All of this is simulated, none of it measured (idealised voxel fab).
The following process module bears the name voxel self aligned contacts.
Each square cell in cross-section cut measures 5 nm, and the section as a whole is 230 nm wide.
Cross-sections here: square-cell grids, written as top-down lists of bands, a band being one or more rows of cells.
For a band, the entry starts with two heights in nm, that of the top and then that of the bottom, and carries on with the band's materials in order from left to right, each alongside its width in nm; the word "edge to edge" beside a single material means it fills the band edge to edge, and "air" means empty space.
We count height from 0. Below that, the starting wafer is all one material. The lowest band never ends at the bottom but goes on down; see "0 nm and below" for how that is written.
So if you see something like "30..40" for the width, read it as the top row of the band sitting at the first number and the bottom row at the second, with every row in between moving by the same amount as the last.
"no change" for a step: no cell of the cross-section changed in that step.
For the entry "Closed internal cavities", the listed items are empty spaces with no open way to the top whose size is 8 cells or more; each item follows the pattern width x height at distance, where distance is from the left edge and all three are in nm.
If you see something after the settings on a step's line, that's the simulator's own remark about that step.
overlay nm: where the mask lay relative to plan, measured to the right, on steps with a mask; negatives go left.

Intended process steps
- 1: RECEIVE | material Si
- 2: OXIDIZE | depth nm 5
- 3: DIRECTIONAL_DEP | material polySi | thk nm 30
- 4: DIRECTIONAL_DEP | material SiN | thk nm 25
- 5: MASKED_ETCH | tone cover | mask id GATE | width nm 35 | pitch nm 80 | etch materials SiN | depth nm 25 | overlay nm 0
- 6: MASKED_ETCH | tone cover | mask id GATE | width nm 35 | pitch nm 80 | etch materials polySi | depth nm 30 | overlay nm 0
- 7: CONFORMAL_DEP | material SiN | thk nm 10
- 8: DIRECTIONAL_ETCH | etch materials SiN | depth nm 10
- 9: FILL_DEP | material SiO2 | thk nm 15
- 10: CMP | height nm 65
- 11: PATTERN | tone open | mask id CONTACT | material resist | width nm 65 | pitch nm 80 | thk nm 15 | overlay nm 0
- 12: DIRECTIONAL_ETCH | etch materials SiO2 | depth nm 70
- 13: STRIP | etch materials resist
- 14: CONFORMAL_DEP | material TiN | thk nm 5
- 15: FILL_DEP | material Ru | thk nm 5
- 16: CMP | height nm 65
- 17: CONFORMAL_DEP | material SiCN | thk nm 5

Incoming wafer in cross-section (state: after step 1)
- 0 nm and below | Si edge to edge
- Closed internal cavities: none

Cross-sectional image of the first of two wafers at the end of the module, the run having proceeded as planned
- 70 nm to 65 nm | SiCN edge to edge
- 65 nm to 55 nm | 40 of SiO2, 5..25 of TiN, 55..15 of Ru, 5..25 of TiN, 15 of SiO2, 5..25 of TiN, 55..15 of Ru, 5..25 of TiN, 45 of SiO2
- 55 nm to 30 nm | 5 of SiO2, 55 of SiN, 5 of TiN, 15 of Ru, 5 of TiN, 55 of SiN, 5 of TiN, 15 of Ru, 5 of TiN, 55 of SiN, 10 of SiO2
- 30 nm to 0 nm | 5 of SiO2, 10 of SiN, 35 of polySi, 10 of SiN, 5 of TiN, 15 of Ru, 5 of TiN, 10 of SiN, 35 of polySi, 10 of SiN, 5 of TiN, 15 of Ru, 5 of TiN, 10 of SiN, 35 of polySi, 10 of SiN, 10 of SiO2
- 0 nm to -5 nm | 60 of SiO2, 25 of TiN, 55 of SiO2, 25 of TiN, 65 of SiO2
- -5 nm and below | Si edge to edge
- Closed internal cavities: none

Cross-sectional view of the second of two wafers upon completion of the module. This wafer shared its starting condition and process plan with the first; one error was made during its execution
- 70 nm to 65 nm | SiCN edge to edge
- 65 nm to 55 nm | 40 of SiO2, 5..25 of TiN, 55..15 of Ru, 5..25 of TiN, 15 of SiO2, 5..25 of TiN, 55..15 of Ru, 5..25 of TiN, 45 of SiO2
- 55 nm to 30 nm | 5 of SiO2, 55 of SiN, 5 of TiN, 15 of Ru, 5 of TiN, 55 of SiN, 5 of TiN, 15 of Ru, 5 of TiN, 55 of SiN, 10 of SiO2
- 30 nm to 5 nm | 5 of SiO2, 10 of SiN, 35 of polySi, 10 of SiN, 5 of TiN, 15 of Ru, 5 of TiN, 10 of SiN, 35 of polySi, 10 of SiN, 5 of TiN, 15 of Ru, 5 of TiN, 10 of SiN, 35 of polySi, 10 of SiN, 10 of SiO2
- 5 nm to 0 nm | 5 of SiO2, 10 of SiN, 35 of polySi, 10 of SiN, 25 of TiN, 10 of SiN, 35 of polySi, 10 of SiN, 25 of TiN, 10 of SiN, 35 of polySi, 10 of SiN, 10 of SiO2
- 0 nm and below | Si edge to edge
- Closed internal cavities: none
Error vs. plan: step 2 of the plan was excluded from execution and never run
It is noted that, at the conclusion of processing, the second wafer exhibits a higher or lower cell count for certain materials relative to the first: Ru -6; Si +46; SiO2 -36; TiN -4
